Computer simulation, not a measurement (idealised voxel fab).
Name of the process module below: voxel spacer lines
The cross-section shown here is cut; it is 250 nm wide and divided into square cells measuring 5 nm on a side.
Cross-section = grid of square cells, listed top down in bands; band = one or more rows. Within each band entry, the heights of the top and of the bottom of the band appear first, in that order and in nm; the materials of the band then follow from left to right, each with its corresponding width in nm. The designation "everywhere" on a single material indicates that it fills the band from edge to edge; the designation "air" indicates empty space. All heights in this document are referenced to 0, defined as the level beneath which the wafer, as received, consists entirely of one material. The lowest band is not bounded below; it extends indefinitely downward and is written in the form "0 nm and below". When a width is written as two numbers, as in "30->40", the first number is the width in the top row of cells of the band and the second is the width in its bottom row, and the width changes by the same amount from each row to the next. Step note "no change occurred" = no cross-section cell changed. Reported under the label "Sealed voids" are the empty spaces having no open way to the top and comprising 8 cells or more; the notation for each is width x height at distance, in which the distance is measured from the left edge and all three values are in nm. Text after the settings on a step's line: the simulator's own remark on that step. overlay nm: for a step with a mask, the amount by which the mask lay right of where it was planned; a negative amount means left of it.
These are the steps we planned for the process:
1. RECEIVE | material Si
2. CONFORMAL_DEP | material Al2O3 | thk nm 5
3. DIRECTIONAL_DEP | material SiN | thk nm 10
4. DIRECTIONAL_DEP | material aC | thk nm 20
5. PATTERN | tone cover | mask id MANDREL | material resist | width nm 15 | pitch nm 50 | thk nm 30 | overlay nm 0
6. DIRECTIONAL_ETCH | etch materials aC | depth nm 20
7. STRIP | etch materials resist
8. CONFORMAL_DEP | material SiO2 | thk nm 10
9. DIRECTIONAL_ETCH | etch materials SiO2 | depth nm 10
10. STRIP | etch materials aC
11. DIRECTIONAL_ETCH | etch materials SiN | depth nm 10
12. STRIP | etch materials SiO2
13. FILL_DEP | material SiO2 | thk nm 10
14. CMP | height nm 15
Received-state cross-section, reflecting completion of step 1:
- 0 nm and below | Si everywhere
- Sealed voids: none
Wafer cross-section at module end: first of two, run to plan:
- 15 nm to 5 nm | SiO2 (55), SiN (10), SiO2 (15), SiN (10), SiO2 (15), SiN (10), SiO2 (15), SiN (10), SiO2 (15), SiN (10), SiO2 (15), SiN (10), SiO2 (60)
- 5 nm to 0 nm | Al2O3 everywhere
- 0 nm and below | Si everywhere
- Sealed voids: none
Cross-section, second wafer: same start as the first, same plan as the first, one mistake in running it; taken at the end of the module:
- 15 nm to 5 nm | SiO2 (55), SiN (10), SiO2 (15), SiN (10), SiO2 (15), SiN (10), SiO2 (15), SiN (10), SiO2 (15), SiN (10), SiO2 (15), SiN (10), SiO2 (60)
- 5 nm to 0 nm | SiN everywhere
- 0 nm and below | Si everywhere
- Sealed voids: none
Heads up, the wafer didn't run the way we planned it: step 2 went in with a setting other than planned; the actual run was CONFORMAL_DEP | material SiN | thk nm 5
Per the end-of-run cell counts, the second wafer holds more or fewer of some materials than the first: Al2O3: 50 fewer, SiN: 50 more
